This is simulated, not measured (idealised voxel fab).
process module | voxel capacitor over wiring
cross-section cut | 250 nm wide | cells 5 nm
A cross-section is a grid of square cells, given in bands from the top down. A band is one or more rows of cells.
Each band's line starts with the height of the band's top and of its bottom, in nm. Then come its materials from left to right, each with its width in nm. One material with "throughout" fills the band from edge to edge. "air" is empty space.
Height 0 is the level under which the wafer as received is all one material. The lowest band goes on downwards, as in "0 down".
A width such as "30 to 40" changes by the same amount from each row of cells to the next, from the band's top row to its bottom row.
"no change" after a step means that no cell of the cross-section changed.
closed voids: empty space of 8 cells or more with no open way to the top, each as width x height at its distance from the left edge, in nm
after a step's settings: what the simulator itself notes on the step
overlay nm, on a step with a mask: how far to the right of its planned place the mask lay; to the left if negative
plan
1 op RECEIVE | material Si
2 op CONFORMAL_DEP | material SiO2 | thk nm 15
3 op DIRECTIONAL_DEP | material TiN | thk nm 5
4 op DIRECTIONAL_DEP | material W | thk nm 15
5 op MASKED_ETCH | tone cover | mask id METAL_1 | width nm 25 | pitch nm 75 | etch materials W | depth nm 15 | overlay nm 0
6 op MASKED_ETCH | tone cover | mask id METAL_1 | width nm 25 | pitch nm 75 | etch materials TiN | depth nm 5 | overlay nm 0
7 op FILL_DEP | material lowk | thk nm 10
8 op CMP | height nm 35
9 op CONFORMAL_DEP | material SiCN | thk nm 5
10 op DIRECTIONAL_DEP | material SiO2 | thk nm 15
11 op DIRECTIONAL_DEP | material aC | thk nm 15
12 op PATTERN | tone open | mask id PLUG_1 | material resist | width nm 15 | thk nm 30 | overlay nm 0
13 op DIRECTIONAL_ETCH | etch materials aC | depth nm 15
14 op STRIP | etch materials resist
15 op DIRECTIONAL_ETCH | etch materials SiO2 | depth nm 15
16 op DIRECTIONAL_ETCH | etch materials SiCN | depth nm 5
17 op STRIP | etch materials aC
18 op CONFORMAL_DEP | material TiN | thk nm 5
19 op FILL_DEP | material Cu | thk nm 10
20 op CMP | height nm 55
21 op DIRECTIONAL_DEP | material TiN | thk nm 5
22 op DIRECTIONAL_DEP | material Al2O3 | thk nm 5
23 op DIRECTIONAL_DEP | material TiN | thk nm 10
24 op DIRECTIONAL_DEP | material aC | thk nm 10
25 op PATTERN | tone cover | mask id UPPER_PLATE | material resist | width nm 55 | thk nm 30 | overlay nm 0
26 op DIRECTIONAL_ETCH | etch materials aC | depth nm 10
27 op STRIP | etch materials resist
28 op DIRECTIONAL_ETCH | etch materials TiN | depth nm 10
29 op DIRECTIONAL_ETCH | etch materials Al2O3 | depth nm 5
30 op STRIP | etch materials aC
31 op DIRECTIONAL_DEP | material aC | thk nm 15
32 op PATTERN | tone cover | mask id LOWER_PLATE | material resist | width nm 65 | thk nm 30 | overlay nm 0
33 op DIRECTIONAL_ETCH | etch materials aC | depth nm 15
34 op STRIP | etch materials resist
35 op DIRECTIONAL_ETCH | etch materials TiN | depth nm 5
36 op STRIP | etch materials aC
37 op FILL_DEP | material SiO2 | thk nm 20
38 op CMP | height nm 90
39 op DIRECTIONAL_DEP | material aC | thk nm 10
40 op PATTERN | tone open | mask id PLUG_2 | material resist | width nm 15 | thk nm 30 | overlay nm 0
41 op DIRECTIONAL_ETCH | etch materials aC | depth nm 10
42 op STRIP | etch materials resist
43 op DIRECTIONAL_ETCH | etch materials SiO2 | depth nm 15
44 op STRIP | etch materials aC
45 op CONFORMAL_DEP | material TiN | thk nm 5
46 op FILL_DEP | material W | thk nm 5
47 op CMP | height nm 90
48 op CONFORMAL_DEP | material SiCN | thk nm 5
as received, after step 1
  0 down: Si throughout
  closed voids: none
a wafer at the end: this start, this plan, one mistake
  95 to 90: SiCN throughout
  90 to 80: SiO2 85 | TiN 55 | SiO2 110
  80 to 75: SiO2 85 | Al2O3 55 | SiO2 110
  75 to 70: SiO2 80 | TiN 65 | SiO2 105
  70 to 60: Cu throughout
  60 to 55: TiN 90 | Cu 5 | TiN 155
  55 to 40: SiO2 85 | TiN 5 | Cu 5 | TiN 5 | SiO2 150
  40 to 35: SiCN 85 | TiN 15 | SiCN 150
  35 to 20: lowk 75 | W 25 | lowk 50 | W 25 | lowk 75
  20 to 15: lowk 75 | TiN 25 | lowk 50 | TiN 25 | lowk 75
  15 to 0: SiO2 throughout
  0 down: Si throughout
  closed voids: none
what went wrong: step 20 was left out
